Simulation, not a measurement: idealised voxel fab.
voxel released beams: a process module
The cross-section shown here is cut; it is 225 nm wide and divided into square cells measuring 5 nm on a side.
In what follows, cross-sections appear as grids of square cells, described through bands that run from the top down, where every band is one or more rows of cells. Per band: top height and bottom height in nm, followed by the left-to-right materials and their widths in nm; "full width" marks a single material spanning edge to edge, "air" marks empty space. All heights in this document are referenced to 0, defined as the level beneath which the wafer, as received, consists entirely of one material. The lowest band is not bounded below; it extends indefinitely downward and is written in the form "top 0, no bottom". So if you see something like "30 to 40" for the width, read it as the top row of the band sitting at the first number and the bottom row at the second, with every row in between moving by the same amount as the last. Basically "stayed the same" means that step didn't change any cell in the cross-section. Heads up: "Enclosed void inventory" only lists the empty pockets with no open path to the top that are 8 cells or more, and it writes them as width x height at distance, distance from the left edge, in nm. Text after the settings on a step's line: the simulator's own remark on that step. On any step carrying a mask, the "overlay nm" setting, if present on the step's line, tells how far right of its planned place the mask lay; negative values point to the left.

## The steps planned for the process are as follows
| 1 | RECEIVE, material Si |
| 2 | CONFORMAL_DEP, material Al2O3, thk nm 5 |
| 3 | DIRECTIONAL_DEP, material SiO2, thk nm 15 |
| 4 | DIRECTIONAL_DEP, material aC, thk nm 10 |
| 5 | PATTERN, tone open, mask id ANCHOR, material resist, width nm 30, thk nm 25, overlay nm 0 |
| 6 | DIRECTIONAL_ETCH, etch materials aC, depth nm 10 |
| 7 | STRIP, etch materials resist |
| 8 | DIRECTIONAL_ETCH, etch materials SiO2, depth nm 15 |
| 9 | STRIP, etch materials aC |
| 10 | CONFORMAL_DEP, material W, thk nm 10 |
| 11 | DIRECTIONAL_DEP, material aC, thk nm 15 |
| 12 | PATTERN, tone cover, mask id BEAM, material resist, width nm 95, thk nm 30, overlay nm 0 |
| 13 | DIRECTIONAL_ETCH, etch materials aC, depth nm 15 |
| 14 | STRIP, etch materials resist |
| 15 | DIRECTIONAL_ETCH, etch materials W, depth nm 10 |
| 16 | STRIP, etch materials aC |
| 17 | STRIP, etch materials SiO2 |

## Wafer cross-section on receipt, i.e. after step 1
	top 0, no bottom | Si full width
	Enclosed void inventory: none

## The cross-section shown corresponds to the wafer at the conclusion of the module. The initial structure and the process plan are those presented above; however, one mistake occurred in executing the plan
	top 30, bottom 20 | air=60  W=95  air=70
	top 20, bottom 15 | Al2O3 full width
	top 15, bottom 0 | SiO2 full width
	top 0, no bottom | Si full width
	Enclosed void inventory: none
Heads up, the wafer didn't run the way we planned it: the processing plan was not followed for steps 2 and 3, which were run with their positions exchanged
